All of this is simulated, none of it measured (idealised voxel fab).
Module name: voxel self aligned vias (process module)
Cross-section cut spans 285 nm and uses square cells 5 nm in size.
Cross-section = grid of square cells, listed top down in bands; band = one or more rows.
Within each band entry, the heights of the top and of the bottom of the band appear first, in that order and in nm; the materials of the band then follow from left to right, each with its corresponding width in nm. The designation "everywhere" on a single material indicates that it fills the band from edge to edge; the designation "air" indicates empty space.
A quick word on heights: they are counted from 0, and under that level the wafer as it came to us is one material throughout. The lowest band is different from the rest in having no bottom; it simply continues downward, written as in "z 0 and below".
Per-row width for "30 to 40": begins at first number (top row of band), ends at second number (bottom row), increment between rows held constant.
Take "no alterations made" at face value: in the step it is given for, the cross-section changed in none of its cells.
Each empty space that has no open way to the top and spans at least 8 cells appears under "Closed internal cavities" as width x height at distance, the distance counted from the left edge, all in nm.
Text after the settings on a step's line: the simulator's own remark on that step.
overlay nm: how far to the right of its planned place the mask lay on this masked step (negative: to the left).
### Below is the list of planned process steps
- 1: op RECEIVE | material Si
- 2: op CONFORMAL_DEP | material SiO2 | thk nm 15
- 3: op CONFORMAL_DEP | material SiCN | thk nm 5
- 4: op DIRECTIONAL_DEP | material lowk | thk nm 30
- 5: op PATTERN | tone open | mask id LINES | material resist | width nm 20 | pitch nm 65 | thk nm 15 | overlay nm 0
- 6: op DIRECTIONAL_ETCH | etch materials lowk | depth nm 30
- 7: op STRIP | etch materials resist
- 8: op CONFORMAL_DEP | material TiN | thk nm 5
- 9: op FILL_DEP | material W | thk nm 5
- 10: op CMP | height nm 50
- 11: op SELECTIVE_ETCH | etch materials W Ru TiN | depth nm 5
- 12: op FILL_DEP | material SiN | thk nm 5
- 13: op CMP | height nm 50
- 14: op DIRECTIONAL_DEP | material lowk | thk nm 15
- 15: op MASKED_ETCH | tone open | mask id VIAS | width nm 40 | etch materials lowk | depth nm 15 | overlay nm 0
- 16: op MASKED_ETCH | tone open | mask id VIAS | width nm 40 | etch materials SiN | depth nm 5 | overlay nm 0
- 17: op CONFORMAL_DEP | material TiN | thk nm 5
- 18: op FILL_DEP | material Cu | thk nm 5
- 19: op CMP | height nm 65
- 20: op CONFORMAL_DEP | material SiN | thk nm 5
### First wafer of two (run as planned)
### as received, after step 1
    z 0 and below | Si everywhere
    Closed internal cavities: none
### Cross-section of the wafer subsequent to step 2
    z 15 to 0 | SiO2 everywhere
    All layers under 0 are left as they were.
### Cross-section of the wafer subsequent to step 3
    z 20 to 15 | SiCN everywhere
    All layers under 15 are left as they were.
### Cross-section of the wafer subsequent to step 4
    z 50 to 20 | lowk everywhere
    All layers under 20 are left as they were.
### Cross-section of the wafer subsequent to step 5
    z 65 to 50 | 100 nm resist, 20 nm air, 45 nm resist, 20 nm air, 100 nm resist
    All layers under 50 are left as they were.
### Cross-section of the wafer subsequent to step 6
    z 65 to 50 | 100 nm resist, 20 nm air, 45 nm resist, 20 nm air, 100 nm resist
    z 50 to 20 | 100 nm lowk, 20 nm air, 45 nm lowk, 20 nm air, 100 nm lowk
    All layers under 20 are left as they were.
### Cross-section of the wafer subsequent to step 7
    z 50 to 20 | 100 nm lowk, 20 nm air, 45 nm lowk, 20 nm air, 100 nm lowk
    All layers under 20 are left as they were.
### Cross-section of the wafer subsequent to step 8
    z 55 to 50 | 105 nm TiN, 10 nm air, 55 nm TiN, 10 nm air, 105 nm TiN
    z 50 to 25 | 100 nm lowk, 5 nm TiN, 10 nm air, 5 nm TiN, 45 nm lowk, 5 nm TiN, 10 nm air, 5 nm TiN, 100 nm lowk
    z 25 to 20 | 100 nm lowk, 20 nm TiN, 45 nm lowk, 20 nm TiN, 100 nm lowk
    All layers under 20 are left as they were.
### Cross-section of the wafer subsequent to step 9
    z 60 to 55 | W everywhere
    z 55 to 50 | 105 nm TiN, 10 nm W, 55 nm TiN, 10 nm W, 105 nm TiN
    z 50 to 25 | 100 nm lowk, 5 nm TiN, 10 nm W, 5 nm TiN, 45 nm lowk, 5 nm TiN, 10 nm W, 5 nm TiN, 100 nm lowk
    All layers under 25 are left as they were.
### Cross-section of the wafer subsequent to step 10
    z 50 to 25 | 100 nm lowk, 5 nm TiN, 10 nm W, 5 nm TiN, 45 nm lowk, 5 nm TiN, 10 nm W, 5 nm TiN, 100 nm lowk
    All layers under 25 are left as they were.
### Cross-section of the wafer subsequent to step 11
    z 50 to 45 | 100 nm lowk, 20 nm air, 45 nm lowk, 20 nm air, 100 nm lowk
    All layers under 45 are left as they were.
### Cross-section of the wafer subsequent to step 12
    z 55 to 50 | SiN everywhere
    z 50 to 45 | 100 nm lowk, 20 nm SiN, 45 nm lowk, 20 nm SiN, 100 nm lowk
    All layers under 45 are left as they were.
### Cross-section of the wafer subsequent to step 13
    z 50 to 45 | 100 nm lowk, 20 nm SiN, 45 nm lowk, 20 nm SiN, 100 nm lowk
    All layers under 45 are left as they were.
### Cross-section of the wafer subsequent to step 14
    z 65 to 50 | lowk everywhere
    All layers under 50 are left as they were.
### Cross-section of the wafer subsequent to step 15
    z 65 to 50 | 90 nm lowk, 40 nm air, 155 nm lowk
    All layers under 50 are left as they were.
### Cross-section of the wafer subsequent to step 16
    z 65 to 50 | 90 nm lowk, 40 nm air, 155 nm lowk
    z 50 to 45 | 100 nm lowk, 20 nm air, 45 nm lowk, 20 nm SiN, 100 nm lowk
    All layers under 45 are left as they were.
### Cross-section of the wafer subsequent to step 17
    z 70 to 65 | 95 nm TiN, 30 nm air, 160 nm TiN
    z 65 to 55 | 90 nm lowk, 5 nm TiN, 30 nm air, 5 nm TiN, 155 nm lowk
    z 55 to 50 | 90 nm lowk, 15 nm TiN, 10 nm air, 15 nm TiN, 155 nm lowk
    z 50 to 45 | 100 nm lowk, 20 nm TiN, 45 nm lowk, 20 nm SiN, 100 nm lowk
    All layers under 45 are left as they were.
### Cross-section of the wafer subsequent to step 18
    z 75 to 70 | Cu everywhere
    z 70 to 65 | 95 nm TiN, 30 nm Cu, 160 nm TiN
    z 65 to 55 | 90 nm lowk, 5 nm TiN, 30 nm Cu, 5 nm TiN, 155 nm lowk
    z 55 to 50 | 90 nm lowk, 15 nm TiN, 10 nm Cu, 15 nm TiN, 155 nm lowk
    All layers under 50 are left as they were.
### Cross-section of the wafer subsequent to step 19
    z 65 to 55 | 90 nm lowk, 5 nm TiN, 30 nm Cu, 5 nm TiN, 155 nm lowk
    All layers under 55 are left as they were.
### Cross-section of the wafer subsequent to step 20
    z 70 to 65 | SiN everywhere
    All layers under 65 are left as they were.
### For the second wafer, take the first wafer's start and plan, then add one mistake made in running it; everything through step 14, that step included, is shared with the first
### Cross-section: second wafer, time at which step 15 was scheduled to end
    z 65 to 50 | 95 nm lowk, 30 nm air, 160 nm lowk
    All layers under 50 are left as they were.
### Cross-section: second wafer, time at which step 16 was scheduled to end
    z 65 to 50 | 95 nm lowk, 30 nm air, 160 nm lowk
    z 50 to 45 | 100 nm lowk, 20 nm air, 45 nm lowk, 20 nm SiN, 100 nm lowk
    All layers under 45 are left as they were.
### Cross-section: second wafer, time at which step 17 was scheduled to end
    z 70 to 65 | 100 nm TiN, 20 nm air, 165 nm TiN
    z 65 to 55 | 95 nm lowk, 5 nm TiN, 20 nm air, 5 nm TiN, 160 nm lowk
    z 55 to 50 | 95 nm lowk, 10 nm TiN, 10 nm air, 10 nm TiN, 160 nm lowk
    z 50 to 45 | 100 nm lowk, 20 nm TiN, 45 nm lowk, 20 nm SiN, 100 nm lowk
    All layers under 45 are left as they were.
### Cross-section: second wafer, time at which step 18 was scheduled to end
    z 75 to 70 | Cu everywhere
    z 70 to 65 | 100 nm TiN, 20 nm Cu, 165 nm TiN
    z 65 to 55 | 95 nm lowk, 5 nm TiN, 20 nm Cu, 5 nm TiN, 160 nm lowk
    z 55 to 50 | 95 nm lowk, 10 nm TiN, 10 nm Cu, 10 nm TiN, 160 nm lowk
    All layers under 50 are left as they were.
### Cross-section: second wafer, time at which step 19 was scheduled to end
    z 65 to 55 | 95 nm lowk, 5 nm TiN, 20 nm Cu, 5 nm TiN, 160 nm lowk
    All layers under 55 are left as they were.
### Cross-section: second wafer, time at which step 20 was scheduled to end
    z 70 to 65 | SiN everywhere
    All layers under 65 are left as they were.
Against the plan, the run slipped here: step 15: run off-plan, actual operation and settings op MASKED_ETCH | tone open | mask id VIAS | width nm 30 | etch materials lowk | depth nm 15 | overlay nm 0
End of process, cell counts, second wafer against first, materials with more or fewer: Cu: 4 fewer, TiN: 2 fewer, lowk: 6 more
